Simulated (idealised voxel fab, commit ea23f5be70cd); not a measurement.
process module | voxel gate over fins
cross-section cut | 195 nm wide | cells 5 nm
A cross-section is a grid of square cells, given in bands from the top down. A band is one or more rows of cells.
Each band's line starts with the height of the band's top and of its bottom, in nm. Then come its materials from left to right, each with its width in nm. One material with "throughout" fills the band from edge to edge. "air" is empty space.
Height 0 is the level under which the wafer as received is all one material. The lowest band goes on downwards, as in "0 down".
A width such as "30 to 40" changes by the same amount from each row of cells to the next, from the band's top row to its bottom row.
"no change" after a step means that no cell of the cross-section changed.
closed voids: empty space of 8 cells or more with no open way to the top, each as width x height at its distance from the left edge, in nm
after a step's settings: what the simulator itself notes on the step
overlay nm, on a step with a mask: how far to the right of its planned place the mask lay; to the left if negative
plan
1 op RECEIVE | material Si
2 op CONFORMAL_DEP | material SiN | thk nm 5
3 op PATTERN | tone cover | mask id FINS | material resist | width nm 15 | pitch nm 60 | thk nm 15 | overlay nm 0
4 op DIRECTIONAL_ETCH | etch materials SiN | depth nm 5
5 op DIRECTIONAL_ETCH | etch materials Si | depth nm 40
6 op STRIP | etch materials resist
7 op FILL_DEP | material SiO2 | thk nm 15
8 op CMP | height nm 5
9 op PATTERN | tone open | mask id RAIL | material resist | width nm 15 | thk nm 15 | overlay nm 0
10 op DIRECTIONAL_ETCH | etch materials SiO2 | depth nm 40
11 op STRIP | etch materials resist
12 op CONFORMAL_DEP | material TiN | thk nm 5
13 op FILL_DEP | material W | thk nm 5
14 op CMP | height nm 5
15 op SELECTIVE_ETCH | etch materials W Ru TiN | depth nm 25
16 op FILL_DEP | material SiO2 | thk nm 5
17 op CMP | height nm 5
18 op SELECTIVE_ETCH | etch materials SiO2 | depth nm 20
19 op STRIP | etch materials SiN
20 op CONFORMAL_DEP | material HfO2 | thk nm 5
21 op CONFORMAL_DEP | material TiN | thk nm 5
22 op CONFORMAL_DEP | material TiAl | thk nm 5
23 op CONFORMAL_DEP | material TiN | thk nm 5
24 op FILL_DEP | material W | thk nm 10
25 op CMP | height nm 25
26 op CONFORMAL_DEP | material SiCN | thk nm 5
first wafer, as planned
as received, after step 1
  0 down: Si throughout
  closed voids: none
after step 2
  5 to 0: SiN throughout
  below 0: unchanged
after step 3
  20 to 5: air 30 | resist 15 | air 45 | resist 15 | air 45 | resist 15 | air 30
  below 5: unchanged
after step 4
  20 to 5: air 30 | resist 15 | air 45 | resist 15 | air 45 | resist 15 | air 30
  5 to 0: air 30 | SiN 15 | air 45 | SiN 15 | air 45 | SiN 15 | air 30
  below 0: unchanged
after step 5
  20 to 5: air 30 | resist 15 | air 45 | resist 15 | air 45 | resist 15 | air 30
  5 to 0: air 30 | SiN 15 | air 45 | SiN 15 | air 45 | SiN 15 | air 30
  0 to -40: air 30 | Si 15 | air 45 | Si 15 | air 45 | Si 15 | air 30
  below -40: unchanged
after step 6
  5 to 0: air 30 | SiN 15 | air 45 | SiN 15 | air 45 | SiN 15 | air 30
  below 0: unchanged
after step 7
  20 to 5: SiO2 throughout
  5 to 0: SiO2 30 | SiN 15 | SiO2 45 | SiN 15 | SiO2 45 | SiN 15 | SiO2 30
  0 to -40: SiO2 30 | Si 15 | SiO2 45 | Si 15 | SiO2 45 | Si 15 | SiO2 30
  below -40: unchanged
after step 8
  5 to 0: SiO2 30 | SiN 15 | SiO2 45 | SiN 15 | SiO2 45 | SiN 15 | SiO2 30
  below 0: unchanged
after step 9
  20 to 5: resist 60 | air 15 | resist 120
  below 5: unchanged
after step 10
  20 to 5: resist 60 | air 15 | resist 120
  5 to 0: SiO2 30 | SiN 15 | SiO2 15 | air 15 | SiO2 15 | SiN 15 | SiO2 45 | SiN 15 | SiO2 30
  0 to -35: SiO2 30 | Si 15 | SiO2 15 | air 15 | SiO2 15 | Si 15 | SiO2 45 | Si 15 | SiO2 30
  below -35: unchanged
after step 11
  5 to 0: SiO2 30 | SiN 15 | SiO2 15 | air 15 | SiO2 15 | SiN 15 | SiO2 45 | SiN 15 | SiO2 30
  below 0: unchanged
after step 12
  10 to 5: TiN 65 | air 5 | TiN 125
  5 to 0: SiO2 30 | SiN 15 | SiO2 15 | TiN 5 | air 5 | TiN 5 | SiO2 15 | SiN 15 | SiO2 45 | SiN 15 | SiO2 30
  0 to -30: SiO2 30 | Si 15 | SiO2 15 | TiN 5 | air 5 | TiN 5 | SiO2 15 | Si 15 | SiO2 45 | Si 15 | SiO2 30
  -30 to -35: SiO2 30 | Si 15 | SiO2 15 | TiN 15 | SiO2 15 | Si 15 | SiO2 45 | Si 15 | SiO2 30
  below -35: unchanged
after step 13
  15 to 10: W throughout
  10 to 5: TiN 65 | W 5 | TiN 125
  5 to 0: SiO2 30 | SiN 15 | SiO2 15 | TiN 5 | W 5 | TiN 5 | SiO2 15 | SiN 15 | SiO2 45 | SiN 15 | SiO2 30
  0 to -30: SiO2 30 | Si 15 | SiO2 15 | TiN 5 | W 5 | TiN 5 | SiO2 15 | Si 15 | SiO2 45 | Si 15 | SiO2 30
  below -30: unchanged
after step 14
  5 to 0: SiO2 30 | SiN 15 | SiO2 15 | TiN 5 | W 5 | TiN 5 | SiO2 15 | SiN 15 | SiO2 45 | SiN 15 | SiO2 30
  below 0: unchanged
after step 15
  5 to 0: SiO2 30 | SiN 15 | SiO2 15 | air 15 | SiO2 15 | SiN 15 | SiO2 45 | SiN 15 | SiO2 30
  0 to -20: SiO2 30 | Si 15 | SiO2 15 | air 15 | SiO2 15 | Si 15 | SiO2 45 | Si 15 | SiO2 30
  below -20: unchanged
after step 16
  10 to 5: SiO2 throughout
  5 to 0: SiO2 30 | SiN 15 | SiO2 45 | SiN 15 | SiO2 45 | SiN 15 | SiO2 30
  0 to -20: SiO2 30 | Si 15 | SiO2 45 | Si 15 | SiO2 45 | Si 15 | SiO2 30
  below -20: unchanged
after step 17
  5 to 0: SiO2 30 | SiN 15 | SiO2 45 | SiN 15 | SiO2 45 | SiN 15 | SiO2 30
  below 0: unchanged
after step 18
  5 to 0: air 30 | SiN 15 | air 45 | SiN 15 | air 45 | SiN 15 | air 30
  0 to -15: air 30 | Si 15 | air 45 | Si 15 | air 45 | Si 15 | air 30
  below -15: unchanged
after step 19
  0 to -15: air 30 | Si 15 | air 45 | Si 15 | air 45 | Si 15 | air 30
  below -15: unchanged
after step 20
  5 to 0: air 25 | HfO2 25 | air 35 | HfO2 25 | air 35 | HfO2 25 | air 25
  0 to -10: air 25 | HfO2 5 | Si 15 | HfO2 5 | air 35 | HfO2 5 | Si 15 | HfO2 5 | air 35 | HfO2 5 | Si 15 | HfO2 5 | air 25
  -10 to -15: HfO2 30 | Si 15 | HfO2 45 | Si 15 | HfO2 45 | Si 15 | HfO2 30
  below -15: unchanged
after step 21
  10 to 5: air 20 | TiN 35 | air 25 | TiN 35 | air 25 | TiN 35 | air 20
  5 to 0: air 20 | TiN 5 | HfO2 25 | TiN 5 | air 25 | TiN 5 | HfO2 25 | TiN 5 | air 25 | TiN 5 | HfO2 25 | TiN 5 | air 20
  0 to -5: air 20 | TiN 5 | HfO2 5 | Si 15 | HfO2 5 | TiN 5 | air 25 | TiN 5 | HfO2 5 | Si 15 | HfO2 5 | TiN 5 | air 25 | TiN 5 | HfO2 5 | Si 15 | HfO2 5 | TiN 5 | air 20
  -5 to -10: TiN 25 | HfO2 5 | Si 15 | HfO2 5 | TiN 35 | HfO2 5 | Si 15 | HfO2 5 | TiN 35 | HfO2 5 | Si 15 | HfO2 5 | TiN 25
  below -10: unchanged
after step 22
  15 to 10: air 15 | TiAl 45 | air 15 | TiAl 45 | air 15 | TiAl 45 | air 15
  10 to 5: air 15 | TiAl 5 | TiN 35 | TiAl 5 | air 15 | TiAl 5 | TiN 35 | TiAl 5 | air 15 | TiAl 5 | TiN 35 | TiAl 5 | air 15
  5 to 0: air 15 | TiAl 5 | TiN 5 | HfO2 25 | TiN 5 | TiAl 5 | air 15 | TiAl 5 | TiN 5 | HfO2 25 | TiN 5 | TiAl 5 | air 15 | TiAl 5 | TiN 5 | HfO2 25 | TiN 5 | TiAl 5 | air 15
  0 to -5: TiAl 20 | TiN 5 | HfO2 5 | Si 15 | HfO2 5 | TiN 5 | TiAl 25 | TiN 5 | HfO2 5 | Si 15 | HfO2 5 | TiN 5 | TiAl 25 | TiN 5 | HfO2 5 | Si 15 | HfO2 5 | TiN 5 | TiAl 20
  below -5: unchanged
after step 23
  20 to 15: air 10 | TiN 55 | air 5 | TiN 55 | air 5 | TiN 55 | air 10
  15 to 10: air 10 | TiN 5 | TiAl 45 | TiN 5 | air 5 | TiN 5 | TiAl 45 | TiN 5 | air 5 | TiN 5 | TiAl 45 | TiN 5 | air 10
  10 to 5: air 10 | TiN 5 | TiAl 5 | TiN 35 | TiAl 5 | TiN 5 | air 5 | TiN 5 | TiAl 5 | TiN 35 | TiAl 5 | TiN 5 | air 5 | TiN 5 | TiAl 5 | TiN 35 | TiAl 5 | TiN 5 | air 10
  5 to 0: TiN 15 | TiAl 5 | TiN 5 | HfO2 25 | TiN 5 | TiAl 5 | TiN 15 | TiAl 5 | TiN 5 | HfO2 25 | TiN 5 | TiAl 5 | TiN 15 | TiAl 5 | TiN 5 | HfO2 25 | TiN 5 | TiAl 5 | TiN 15
  below 0: unchanged
after step 24
  30 to 20: W throughout
  20 to 15: W 10 | TiN 55 | W 5 | TiN 55 | W 5 | TiN 55 | W 10
  15 to 10: W 10 | TiN 5 | TiAl 45 | TiN 5 | W 5 | TiN 5 | TiAl 45 | TiN 5 | W 5 | TiN 5 | TiAl 45 | TiN 5 | W 10
  10 to 5: W 10 | TiN 5 | TiAl 5 | TiN 35 | TiAl 5 | TiN 5 | W 5 | TiN 5 | TiAl 5 | TiN 35 | TiAl 5 | TiN 5 | W 5 | TiN 5 | TiAl 5 | TiN 35 | TiAl 5 | TiN 5 | W 10
  below 5: unchanged
after step 25
  25 to 20: W throughout
  below 20: unchanged
after step 26
  30 to 25: SiCN throughout
  below 25: unchanged
second wafer: like start, like plan, one mistake. Through step 4 it matches the first wafer
when step 5 should have ended
  20 to 5: air 30 | resist 15 | air 45 | resist 15 | air 45 | resist 15 | air 30
  5 to 0: air 30 | SiN 15 | air 45 | SiN 15 | air 45 | SiN 15 | air 30
  0 to -80: air 30 | Si 15 | air 45 | Si 15 | air 45 | Si 15 | air 30
  below -80: unchanged
when step 6 should have ended
  5 to 0: air 30 | SiN 15 | air 45 | SiN 15 | air 45 | SiN 15 | air 30
  below 0: unchanged
when step 7 should have ended
  20 to 5: SiO2 throughout
  5 to 0: SiO2 30 | SiN 15 | SiO2 45 | SiN 15 | SiO2 45 | SiN 15 | SiO2 30
  0 to -80: SiO2 30 | Si 15 | SiO2 45 | Si 15 | SiO2 45 | Si 15 | SiO2 30
  below -80: unchanged
when step 8 should have ended
  5 to 0: SiO2 30 | SiN 15 | SiO2 45 | SiN 15 | SiO2 45 | SiN 15 | SiO2 30
  below 0: unchanged
when step 9 should have ended
  20 to 5: resist 60 | air 15 | resist 120
  below 5: unchanged
when step 10 should have ended
  20 to 5: resist 60 | air 15 | resist 120
  5 to 0: SiO2 30 | SiN 15 | SiO2 15 | air 15 | SiO2 15 | SiN 15 | SiO2 45 | SiN 15 | SiO2 30
  0 to -35: SiO2 30 | Si 15 | SiO2 15 | air 15 | SiO2 15 | Si 15 | SiO2 45 | Si 15 | SiO2 30
  below -35: unchanged
when step 11 should have ended
  5 to 0: SiO2 30 | SiN 15 | SiO2 15 | air 15 | SiO2 15 | SiN 15 | SiO2 45 | SiN 15 | SiO2 30
  below 0: unchanged
when step 12 should have ended
  10 to 5: TiN 65 | air 5 | TiN 125
  5 to 0: SiO2 30 | SiN 15 | SiO2 15 | TiN 5 | air 5 | TiN 5 | SiO2 15 | SiN 15 | SiO2 45 | SiN 15 | SiO2 30
  0 to -30: SiO2 30 | Si 15 | SiO2 15 | TiN 5 | air 5 | TiN 5 | SiO2 15 | Si 15 | SiO2 45 | Si 15 | SiO2 30
  -30 to -35: SiO2 30 | Si 15 | SiO2 15 | TiN 15 | SiO2 15 | Si 15 | SiO2 45 | Si 15 | SiO2 30
  below -35: unchanged
when step 13 should have ended
  15 to 10: W throughout
  10 to 5: TiN 65 | W 5 | TiN 125
  5 to 0: SiO2 30 | SiN 15 | SiO2 15 | TiN 5 | W 5 | TiN 5 | SiO2 15 | SiN 15 | SiO2 45 | SiN 15 | SiO2 30
  0 to -30: SiO2 30 | Si 15 | SiO2 15 | TiN 5 | W 5 | TiN 5 | SiO2 15 | Si 15 | SiO2 45 | Si 15 | SiO2 30
  below -30: unchanged
when step 14 should have ended
  5 to 0: SiO2 30 | SiN 15 | SiO2 15 | TiN 5 | W 5 | TiN 5 | SiO2 15 | SiN 15 | SiO2 45 | SiN 15 | SiO2 30
  below 0: unchanged
when step 15 should have ended
  5 to 0: SiO2 30 | SiN 15 | SiO2 15 | air 15 | SiO2 15 | SiN 15 | SiO2 45 | SiN 15 | SiO2 30
  0 to -20: SiO2 30 | Si 15 | SiO2 15 | air 15 | SiO2 15 | Si 15 | SiO2 45 | Si 15 | SiO2 30
  below -20: unchanged
when step 16 should have ended
  10 to 5: SiO2 throughout
  5 to 0: SiO2 30 | SiN 15 | SiO2 45 | SiN 15 | SiO2 45 | SiN 15 | SiO2 30
  0 to -20: SiO2 30 | Si 15 | SiO2 45 | Si 15 | SiO2 45 | Si 15 | SiO2 30
  below -20: unchanged
when step 17 should have ended
  5 to 0: SiO2 30 | SiN 15 | SiO2 45 | SiN 15 | SiO2 45 | SiN 15 | SiO2 30
  below 0: unchanged
when step 18 should have ended
  5 to 0: air 30 | SiN 15 | air 45 | SiN 15 | air 45 | SiN 15 | air 30
  0 to -15: air 30 | Si 15 | air 45 | Si 15 | air 45 | Si 15 | air 30
  below -15: unchanged
when step 19 should have ended
  0 to -15: air 30 | Si 15 | air 45 | Si 15 | air 45 | Si 15 | air 30
  below -15: unchanged
when step 20 should have ended
  5 to 0: air 25 | HfO2 25 | air 35 | HfO2 25 | air 35 | HfO2 25 | air 25
  0 to -10: air 25 | HfO2 5 | Si 15 | HfO2 5 | air 35 | HfO2 5 | Si 15 | HfO2 5 | air 35 | HfO2 5 | Si 15 | HfO2 5 | air 25
  -10 to -15: HfO2 30 | Si 15 | HfO2 45 | Si 15 | HfO2 45 | Si 15 | HfO2 30
  below -15: unchanged
when step 21 should have ended
  10 to 5: air 20 | TiN 35 | air 25 | TiN 35 | air 25 | TiN 35 | air 20
  5 to 0: air 20 | TiN 5 | HfO2 25 | TiN 5 | air 25 | TiN 5 | HfO2 25 | TiN 5 | air 25 | TiN 5 | HfO2 25 | TiN 5 | air 20
  0 to -5: air 20 | TiN 5 | HfO2 5 | Si 15 | HfO2 5 | TiN 5 | air 25 | TiN 5 | HfO2 5 | Si 15 | HfO2 5 | TiN 5 | air 25 | TiN 5 | HfO2 5 | Si 15 | HfO2 5 | TiN 5 | air 20
  -5 to -10: TiN 25 | HfO2 5 | Si 15 | HfO2 5 | TiN 35 | HfO2 5 | Si 15 | HfO2 5 | TiN 35 | HfO2 5 | Si 15 | HfO2 5 | TiN 25
  below -10: unchanged
when step 22 should have ended
  15 to 10: air 15 | TiAl 45 | air 15 | TiAl 45 | air 15 | TiAl 45 | air 15
  10 to 5: air 15 | TiAl 5 | TiN 35 | TiAl 5 | air 15 | TiAl 5 | TiN 35 | TiAl 5 | air 15 | TiAl 5 | TiN 35 | TiAl 5 | air 15
  5 to 0: air 15 | TiAl 5 | TiN 5 | HfO2 25 | TiN 5 | TiAl 5 | air 15 | TiAl 5 | TiN 5 | HfO2 25 | TiN 5 | TiAl 5 | air 15 | TiAl 5 | TiN 5 | HfO2 25 | TiN 5 | TiAl 5 | air 15
  0 to -5: TiAl 20 | TiN 5 | HfO2 5 | Si 15 | HfO2 5 | TiN 5 | TiAl 25 | TiN 5 | HfO2 5 | Si 15 | HfO2 5 | TiN 5 | TiAl 25 | TiN 5 | HfO2 5 | Si 15 | HfO2 5 | TiN 5 | TiAl 20
  below -5: unchanged
when step 23 should have ended
  20 to 15: air 10 | TiN 55 | air 5 | TiN 55 | air 5 | TiN 55 | air 10
  15 to 10: air 10 | TiN 5 | TiAl 45 | TiN 5 | air 5 | TiN 5 | TiAl 45 | TiN 5 | air 5 | TiN 5 | TiAl 45 | TiN 5 | air 10
  10 to 5: air 10 | TiN 5 | TiAl 5 | TiN 35 | TiAl 5 | TiN 5 | air 5 | TiN 5 | TiAl 5 | TiN 35 | TiAl 5 | TiN 5 | air 5 | TiN 5 | TiAl 5 | TiN 35 | TiAl 5 | TiN 5 | air 10
  5 to 0: TiN 15 | TiAl 5 | TiN 5 | HfO2 25 | TiN 5 | TiAl 5 | TiN 15 | TiAl 5 | TiN 5 | HfO2 25 | TiN 5 | TiAl 5 | TiN 15 | TiAl 5 | TiN 5 | HfO2 25 | TiN 5 | TiAl 5 | TiN 15
  below 0: unchanged
when step 24 should have ended
  30 to 20: W throughout
  20 to 15: W 10 | TiN 55 | W 5 | TiN 55 | W 5 | TiN 55 | W 10
  15 to 10: W 10 | TiN 5 | TiAl 45 | TiN 5 | W 5 | TiN 5 | TiAl 45 | TiN 5 | W 5 | TiN 5 | TiAl 45 | TiN 5 | W 10
  10 to 5: W 10 | TiN 5 | TiAl 5 | TiN 35 | TiAl 5 | TiN 5 | W 5 | TiN 5 | TiAl 5 | TiN 35 | TiAl 5 | TiN 5 | W 5 | TiN 5 | TiAl 5 | TiN 35 | TiAl 5 | TiN 5 | W 10
  below 5: unchanged
when step 25 should have ended
  25 to 20: W throughout
  below 20: unchanged
when step 26 should have ended
  30 to 25: SiCN throughout
  below 25: unchanged
what went wrong: step 5 was run twice
at the end the second wafer has, in cells: 240 fewer of Si | 240 more of SiO2
